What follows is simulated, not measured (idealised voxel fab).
The document below concerns the process module designated voxel double patterning.
300 nm wide, 5 nm square cells: that's cross-section cut.
Cross-section layout: square cells on a grid; listed as bands, top to bottom; a band spans one or more cell rows.
This entry defines a band. It first specifies the height of the band's top and the height of its bottom in nm, and then specifies the band's materials from left to right, stating each material with its width in nm. The word "full width" identifies a single material that fills the band from edge to edge, while the word "empty" identifies empty space.
All heights in this document are referenced to 0, defined as the level beneath which the wafer, as received, consists entirely of one material. The lowest band is not bounded below; it extends indefinitely downward and is written in the form "0 nm and below".
Graded width ("30 to 40"): value in top row of band = first number; value in bottom row = second number; row-to-row change constant.
Basically "no modification" means that step didn't change any cell in the cross-section.
The label "Unvented cavities" introduces a list of the empty spaces, 8 cells or larger, that have no open way up to the top; each entry in it reads width x height at distance, where the distance is taken from the left edge and all three are stated in nm.
Post-settings text on a step line: simulator's own remark regarding the step.
overlay nm: where the mask lay relative to plan, measured to the right, on steps with a mask; negatives go left.
## Process steps foreseen in the plan
1 RECEIVE, material Si
2 CONFORMAL_DEP, material SiN, thk nm 5
3 DIRECTIONAL_DEP, material SiO2, thk nm 20
4 DIRECTIONAL_DEP, material SiCN, thk nm 10
5 DIRECTIONAL_DEP, material aC, thk nm 10
6 PATTERN, tone open, mask id FIRST, material resist, width nm 15, pitch nm 50, thk nm 25, overlay nm 0
7 DIRECTIONAL_ETCH, etch materials aC, depth nm 10
8 STRIP, etch materials resist
9 DIRECTIONAL_ETCH, etch materials SiCN, depth nm 10
10 STRIP, etch materials aC
11 DIRECTIONAL_DEP, material aC, thk nm 10
12 PATTERN, tone open, mask id SECOND, material resist, width nm 15, pitch nm 50, thk nm 30, overlay nm 0
13 DIRECTIONAL_ETCH, etch materials aC, depth nm 10
14 STRIP, etch materials resist
15 DIRECTIONAL_ETCH, etch materials SiCN, depth nm 10
16 STRIP, etch materials aC
17 DIRECTIONAL_ETCH, etch materials SiO2, depth nm 20
18 STRIP, etch materials SiCN
## First wafer, two in total, run as planned
## Shown in cross-section is the wafer as received, that is, as it stands after step 1
0 nm and below | Si full width
Unvented cavities: none
## After step 2: wafer cross-section
5 nm to 0 nm | SiN full width
Beneath the level 0, the cross-section is identical to its previous state.
## After step 3: wafer cross-section
25 nm to 5 nm | SiO2 full width
Beneath the level 5, the cross-section is identical to its previous state.
## After step 4: wafer cross-section
35 nm to 25 nm | SiCN full width
Beneath the level 25, the cross-section is identical to its previous state.
## After step 5: wafer cross-section
45 nm to 35 nm | aC full width
Beneath the level 35, the cross-section is identical to its previous state.
## After step 6: wafer cross-section
70 nm to 45 nm | resist 90 nm, empty 15 nm, resist 35 nm, empty 15 nm, resist 35 nm, empty 15 nm, resist 95 nm
Beneath the level 45, the cross-section is identical to its previous state.
## After step 7: wafer cross-section
60 nm to 45 nm | resist 90 nm, empty 15 nm, resist 35 nm, empty 15 nm, resist 35 nm, empty 15 nm, resist 95 nm
45 nm to 35 nm | aC 90 nm, empty 15 nm, aC 35 nm, empty 15 nm, aC 35 nm, empty 15 nm, aC 95 nm
Beneath the level 35, the cross-section is identical to its previous state.
## After step 8: wafer cross-section
45 nm to 35 nm | aC 90 nm, empty 15 nm, aC 35 nm, empty 15 nm, aC 35 nm, empty 15 nm, aC 95 nm
Beneath the level 35, the cross-section is identical to its previous state.
## After step 9: wafer cross-section
45 nm to 35 nm | aC 90 nm, empty 15 nm, aC 35 nm, empty 15 nm, aC 35 nm, empty 15 nm, aC 95 nm
35 nm to 25 nm | SiCN 90 nm, empty 15 nm, SiCN 35 nm, empty 15 nm, SiCN 35 nm, empty 15 nm, SiCN 95 nm
Beneath the level 25, the cross-section is identical to its previous state.
## After step 10: wafer cross-section
35 nm to 25 nm | SiCN 90 nm, empty 15 nm, SiCN 35 nm, empty 15 nm, SiCN 35 nm, empty 15 nm, SiCN 95 nm
Beneath the level 25, the cross-section is identical to its previous state.
## After step 11: wafer cross-section
45 nm to 35 nm | aC 90 nm, empty 15 nm, aC 35 nm, empty 15 nm, aC 35 nm, empty 15 nm, aC 95 nm
35 nm to 25 nm | SiCN 90 nm, aC 15 nm, SiCN 35 nm, aC 15 nm, SiCN 35 nm, aC 15 nm, SiCN 95 nm
Beneath the level 25, the cross-section is identical to its previous state.
## After step 12: wafer cross-section
75 nm to 45 nm | resist 115 nm, empty 15 nm, resist 35 nm, empty 15 nm, resist 120 nm
45 nm to 35 nm | aC 90 nm, resist 15 nm, aC 35 nm, resist 15 nm, aC 35 nm, resist 15 nm, aC 95 nm
Beneath the level 35, the cross-section is identical to its previous state.
## After step 13: wafer cross-section
65 nm to 45 nm | resist 115 nm, empty 15 nm, resist 35 nm, empty 15 nm, resist 120 nm
45 nm to 35 nm | aC 90 nm, resist 15 nm, aC 10 nm, empty 15 nm, aC 10 nm, resist 15 nm, aC 10 nm, empty 15 nm, aC 10 nm, resist 15 nm, aC 95 nm
Beneath the level 35, the cross-section is identical to its previous state.
## After step 14: wafer cross-section
45 nm to 35 nm | aC 90 nm, empty 15 nm, aC 10 nm, empty 15 nm, aC 10 nm, empty 15 nm, aC 10 nm, empty 15 nm, aC 10 nm, empty 15 nm, aC 95 nm
Beneath the level 35, the cross-section is identical to its previous state.
## After step 15: wafer cross-section
45 nm to 35 nm | aC 90 nm, empty 15 nm, aC 10 nm, empty 15 nm, aC 10 nm, empty 15 nm, aC 10 nm, empty 15 nm, aC 10 nm, empty 15 nm, aC 95 nm
35 nm to 25 nm | SiCN 90 nm, aC 15 nm, SiCN 10 nm, empty 15 nm, SiCN 10 nm, aC 15 nm, SiCN 10 nm, empty 15 nm, SiCN 10 nm, aC 15 nm, SiCN 95 nm
Beneath the level 25, the cross-section is identical to its previous state.
## After step 16: wafer cross-section
35 nm to 25 nm | SiCN 90 nm, empty 15 nm, SiCN 10 nm, empty 15 nm, SiCN 10 nm, empty 15 nm, SiCN 10 nm, empty 15 nm, SiCN 10 nm, empty 15 nm, SiCN 95 nm
Beneath the level 25, the cross-section is identical to its previous state.
## After step 17: wafer cross-section
35 nm to 25 nm | SiCN 90 nm, empty 15 nm, SiCN 10 nm, empty 15 nm, SiCN 10 nm, empty 15 nm, SiCN 10 nm, empty 15 nm, SiCN 10 nm, empty 15 nm, SiCN 95 nm
25 nm to 5 nm | SiO2 90 nm, empty 15 nm, SiO2 10 nm, empty 15 nm, SiO2 10 nm, empty 15 nm, SiO2 10 nm, empty 15 nm, SiO2 10 nm, empty 15 nm, SiO2 95 nm
Beneath the level 5, the cross-section is identical to its previous state.
## After step 18: wafer cross-section
25 nm to 5 nm | SiO2 90 nm, empty 15 nm, SiO2 10 nm, empty 15 nm, SiO2 10 nm, empty 15 nm, SiO2 10 nm, empty 15 nm, SiO2 10 nm, empty 15 nm, SiO2 95 nm
Beneath the level 5, the cross-section is identical to its previous state.
## Wafer two of the pair: same origin, same plan, one error during the run; identical to wafer one up to and including step 2
## Cross-sectional view of the second wafer at the intended end time of process step 3
45 nm to 5 nm | SiO2 full width
Beneath the level 5, the cross-section is identical to its previous state.
## Cross-sectional view of the second wafer at the intended end time of process step 4
55 nm to 45 nm | SiCN full width
Beneath the level 45, the cross-section is identical to its previous state.
## Cross-sectional view of the second wafer at the intended end time of process step 5
65 nm to 55 nm | aC full width
Beneath the level 55, the cross-section is identical to its previous state.
## Cross-sectional view of the second wafer at the intended end time of process step 6
90 nm to 65 nm | resist 90 nm, empty 15 nm, resist 35 nm, empty 15 nm, resist 35 nm, empty 15 nm, resist 95 nm
Beneath the level 65, the cross-section is identical to its previous state.
## Cross-sectional view of the second wafer at the intended end time of process step 7
80 nm to 65 nm | resist 90 nm, empty 15 nm, resist 35 nm, empty 15 nm, resist 35 nm, empty 15 nm, resist 95 nm
65 nm to 55 nm | aC 90 nm, empty 15 nm, aC 35 nm, empty 15 nm, aC 35 nm, empty 15 nm, aC 95 nm
Beneath the level 55, the cross-section is identical to its previous state.
## Cross-sectional view of the second wafer at the intended end time of process step 8
65 nm to 55 nm | aC 90 nm, empty 15 nm, aC 35 nm, empty 15 nm, aC 35 nm, empty 15 nm, aC 95 nm
Beneath the level 55, the cross-section is identical to its previous state.
## Cross-sectional view of the second wafer at the intended end time of process step 9
65 nm to 55 nm | aC 90 nm, empty 15 nm, aC 35 nm, empty 15 nm, aC 35 nm, empty 15 nm, aC 95 nm
55 nm to 45 nm | SiCN 90 nm, empty 15 nm, SiCN 35 nm, empty 15 nm, SiCN 35 nm, empty 15 nm, SiCN 95 nm
Beneath the level 45, the cross-section is identical to its previous state.
## Cross-sectional view of the second wafer at the intended end time of process step 10
55 nm to 45 nm | SiCN 90 nm, empty 15 nm, SiCN 35 nm, empty 15 nm, SiCN 35 nm, empty 15 nm, SiCN 95 nm
Beneath the level 45, the cross-section is identical to its previous state.
## Cross-sectional view of the second wafer at the intended end time of process step 11
65 nm to 55 nm | aC 90 nm, empty 15 nm, aC 35 nm, empty 15 nm, aC 35 nm, empty 15 nm, aC 95 nm
55 nm to 45 nm | SiCN 90 nm, aC 15 nm, SiCN 35 nm, aC 15 nm, SiCN 35 nm, aC 15 nm, SiCN 95 nm
Beneath the level 45, the cross-section is identical to its previous state.
## Cross-sectional view of the second wafer at the intended end time of process step 12
95 nm to 65 nm | resist 115 nm, empty 15 nm, resist 35 nm, empty 15 nm, resist 120 nm
65 nm to 55 nm | aC 90 nm, resist 15 nm, aC 35 nm, resist 15 nm, aC 35 nm, resist 15 nm, aC 95 nm
Beneath the level 55, the cross-section is identical to its previous state.
## Cross-sectional view of the second wafer at the intended end time of process step 13
85 nm to 65 nm | resist 115 nm, empty 15 nm, resist 35 nm, empty 15 nm, resist 120 nm
65 nm to 55 nm | aC 90 nm, resist 15 nm, aC 10 nm, empty 15 nm, aC 10 nm, resist 15 nm, aC 10 nm, empty 15 nm, aC 10 nm, resist 15 nm, aC 95 nm
Beneath the level 55, the cross-section is identical to its previous state.
## Cross-sectional view of the second wafer at the intended end time of process step 14
65 nm to 55 nm | aC 90 nm, empty 15 nm, aC 10 nm, empty 15 nm, aC 10 nm, empty 15 nm, aC 10 nm, empty 15 nm, aC 10 nm, empty 15 nm, aC 95 nm
Beneath the level 55, the cross-section is identical to its previous state.
## Cross-sectional view of the second wafer at the intended end time of process step 15
65 nm to 55 nm | aC 90 nm, empty 15 nm, aC 10 nm, empty 15 nm, aC 10 nm, empty 15 nm, aC 10 nm, empty 15 nm, aC 10 nm, empty 15 nm, aC 95 nm
55 nm to 45 nm | SiCN 90 nm, aC 15 nm, SiCN 10 nm, empty 15 nm, SiCN 10 nm, aC 15 nm, SiCN 10 nm, empty 15 nm, SiCN 10 nm, aC 15 nm, SiCN 95 nm
Beneath the level 45, the cross-section is identical to its previous state.
## Cross-sectional view of the second wafer at the intended end time of process step 16
55 nm to 45 nm | SiCN 90 nm, empty 15 nm, SiCN 10 nm, empty 15 nm, SiCN 10 nm, empty 15 nm, SiCN 10 nm, empty 15 nm, SiCN 10 nm, empty 15 nm, SiCN 95 nm
Beneath the level 45, the cross-section is identical to its previous state.
## Cross-sectional view of the second wafer at the intended end time of process step 17
55 nm to 45 nm | SiCN 90 nm, empty 15 nm, SiCN 10 nm, empty 15 nm, SiCN 10 nm, empty 15 nm, SiCN 10 nm, empty 15 nm, SiCN 10 nm, empty 15 nm, SiCN 95 nm
45 nm to 25 nm | SiO2 90 nm, empty 15 nm, SiO2 10 nm, empty 15 nm, SiO2 10 nm, empty 15 nm, SiO2 10 nm, empty 15 nm, SiO2 10 nm, empty 15 nm, SiO2 95 nm
Beneath the level 25, the cross-section is identical to its previous state.
## Cross-sectional view of the second wafer at the intended end time of process step 18
45 nm to 25 nm | SiO2 90 nm, empty 15 nm, SiO2 10 nm, empty 15 nm, SiO2 10 nm, empty 15 nm, SiO2 10 nm, empty 15 nm, SiO2 10 nm, empty 15 nm, SiO2 95 nm
Beneath the level 25, the cross-section is identical to its previous state.
Error vs. plan: it should be noted that step 3 of the plan was executed twice
The closing comparison, in cells, has the second wafer with more or fewer of some materials than the first: SiO2 +240
